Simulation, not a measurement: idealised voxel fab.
This section sets out a process module, namely voxel released beams.
cross-section cut | 165 nm wide | cells 5 nm
A cross-section is written here as square cells arranged in a grid, and it is given in bands from the top down, each band taking up one or more rows of cells.
Read a band's entry like this: the first values are the height of its top and the height of its bottom in nm, and what follows is the sequence of materials from left to right, each with its width in nm. Note that "air" is empty space, and that a single material marked "edge to edge" reaches across the band from edge to edge.
Beneath 0, the wafer as received is one material, and that level is where height counting begins. The lowest band goes on downward without a bottom; it is written like "z 0 and below".
The expression "30 to 40" gives the width at the extremes of the band, the first number at its top row of cells and the second at its bottom row, with the width changing by equal amounts from each row to the next in between.
A step reported as "left unchanged" is a step in which no cell of the cross-section changed.
Basically, "Closed void list" tells you about the enclosed voids: empty spaces with no open way to the top, 8 cells or bigger, each written width x height at distance, where distance is from the left edge, all in nm.
On a step's line, text after the settings is the simulator commenting on that step.
The setting "overlay nm" may be written on the line of a step. When the step uses a mask, the value reports how far to the right of the planned place the mask lay, and a negative value reports that it lay to the left.

Process steps - plan
1. RECEIVE [material Si]
2. CONFORMAL_DEP [material SiN] [thk nm 5]
3. DIRECTIONAL_DEP [material SiO2] [thk nm 20]
4. MASKED_ETCH [tone open] [mask id ANCHOR] [width nm 35] [etch materials SiO2] [depth nm 20] [overlay nm 0]
5. CONFORMAL_DEP [material polySi] [thk nm 15]
6. MASKED_ETCH [tone cover] [mask id BEAM] [width nm 95] [etch materials polySi] [depth nm 15] [overlay nm 0]
7. STRIP [etch materials SiO2]

Concerning the first of two wafers, which was run in accordance with the plan

Wafer cross-section on receipt, i.e. after step 1
- z 0 and below  Si edge to edge
- Closed void list: none

Wafer xsec, post step 2
- z 5 to 0  SiN edge to edge
- Everything under 0 stays put, no change at all.

Wafer xsec, post step 3
- z 25 to 5  SiO2 edge to edge
- Everything under 5 stays put, no change at all.

Wafer xsec, post step 4
- z 25 to 5  SiO2 35, air 35, SiO2 95
- Everything under 5 stays put, no change at all.

Wafer xsec, post step 5
- z 40 to 25  polySi 50, air 5, polySi 110
- z 25 to 20  SiO2 35, polySi 15, air 5, polySi 15, SiO2 95
- z 20 to 5  SiO2 35, polySi 35, SiO2 95
- Everything under 5 stays put, no change at all.

Wafer xsec, post step 6
- z 40 to 25  air 30, polySi 20, air 5, polySi 70, air 40
- Everything under 25 stays put, no change at all.

Wafer xsec, post step 7
- z 40 to 25  air 30, polySi 20, air 5, polySi 70, air 40
- z 25 to 20  air 35, polySi 15, air 5, polySi 15, air 95
- z 20 to 5  air 35, polySi 35, air 95
- Everything under 5 stays put, no change at all.

Second wafer. Start and plan as for the first. One mistake made in running. Agrees with the first up to and including step 4

Second wafer profile in section, at the moment step 5 of the plan was meant to be complete
- z 45 to 25  polySi edge to edge
- z 25 to 5  SiO2 35, polySi 35, SiO2 95
- Everything under 5 stays put, no change at all.

Second wafer profile in section, at the moment step 6 of the plan was meant to be complete
- z 45 to 30  air 30, polySi 95, air 40
- Everything under 30 stays put, no change at all.

Second wafer profile in section, at the moment step 7 of the plan was meant to be complete: left unchanged
Which mistake was made when the wafer was run? so step 5 ended up running with a different setting than we planned, it ran as CONFORMAL_DEP [material polySi] [thk nm 20]
At the finish, the second wafer shows more or fewer cells for some materials than the first does: 104 more of SiO2 | 37 more of polySi
